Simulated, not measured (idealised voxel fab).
The process module presented herein is designated voxel ribs on slabs.
Cross-section cut: width 240 nm, square cells of 5 nm.
Heads up, the way a cross-section reads in here is a grid of square cells, handed over as bands from the top down, with every band being one or more rows of cells. Top height, bottom height, nm. Materials left to right, width each, nm. Single material + "edge to edge" = fills band edge to edge. "blank" = empty. All heights in this document are referenced to 0, defined as the level beneath which the wafer, as received, consists entirely of one material. The lowest band is not bounded below; it extends indefinitely downward and is written in the form "z 0 and below". Width: "30 to 40" (first number = top row, second number = bottom row, same change from row to row of cells). "stayed the same", as given for a step, is the statement that not any cell of the cross-section underwent a change during that step. In the "Fully sealed voids" entry, you get each enclosed empty space of 8 cells or more, one with no open way to the top, written width x height at distance, distance from the left edge, in nm. Text after the settings on a step's line: the simulator's own remark on that step. On any step carrying a mask, the "overlay nm" setting, if present on the step's line, tells how far right of its planned place the mask lay; negative values point to the left.
Process steps - plan:
1) RECEIVE: material Si
2) DIRECTIONAL_DEP: material SiO2, thk nm 25
3) DIRECTIONAL_DEP: material polySi, thk nm 20
4) PATTERN: tone cover, mask id RIB, material resist, width nm 30, thk nm 20, overlay nm 0
5) DIRECTIONAL_ETCH: etch materials polySi, depth nm 5
6) STRIP: etch materials resist
7) DIRECTIONAL_DEP: material aC, thk nm 15
8) PATTERN: tone cover, mask id SLAB, material resist, width nm 60, thk nm 35, overlay nm 0
9) DIRECTIONAL_ETCH: etch materials aC, depth nm 15
10) STRIP: etch materials resist
11) DIRECTIONAL_ETCH: etch materials polySi, depth nm 15
12) STRIP: etch materials aC
13) FILL_DEP: material SiO2, thk nm 30
14) CMP: height nm 65
15) DIRECTIONAL_DEP: material TiN, thk nm 5
16) MASKED_ETCH: tone cover, mask id HEATER, width nm 40, etch materials TiN, depth nm 5, overlay nm 0
17) CONFORMAL_DEP: material SiN, thk nm 5
Wafer cross-section on receipt, i.e. after step 1:
    z 0 and below  Si edge to edge
    Fully sealed voids: none
As-planned run: cross-section of the first of two wafers at end of module:
    z 75 to 70  95 nm blank  50 nm SiN  95 nm blank
    z 70 to 65  100 nm SiN  40 nm TiN  100 nm SiN
    z 65 to 45  SiO2 edge to edge
    z 45 to 40  105 nm SiO2  30 nm polySi  105 nm SiO2
    z 40 to 25  90 nm SiO2  60 nm polySi  90 nm SiO2
    z 25 to 0  SiO2 edge to edge
    z 0 and below  Si edge to edge
    Fully sealed voids: none
Wafer two, sectioned after the module: the first wafer's start, the first wafer's plan, and one mistake in how it was run:
    z 75 to 70  95 nm blank  50 nm SiN  95 nm blank
    z 70 to 65  100 nm SiN  40 nm TiN  100 nm SiN
    z 65 to 45  SiO2 edge to edge
    z 45 to 40  90 nm SiO2  15 nm polySi  30 nm SiO2  15 nm polySi  90 nm SiO2
    z 40 to 30  90 nm SiO2  60 nm polySi  90 nm SiO2
    z 30 to 25  polySi edge to edge
    z 25 to 0  SiO2 edge to edge
    z 0 and below  Si edge to edge
    Fully sealed voids: none
Heads up, the wafer didn't run the way we planned it: step 4 ran differently from the plan; actual operation with settings: PATTERN: tone open, mask id RIB, material resist, width nm 30, thk nm 20, overlay nm 0
Once processing is complete, comparing cell counts shows that the second wafer has more or fewer of certain materials than the first: SiO2: 36 fewer | polySi: 36 more
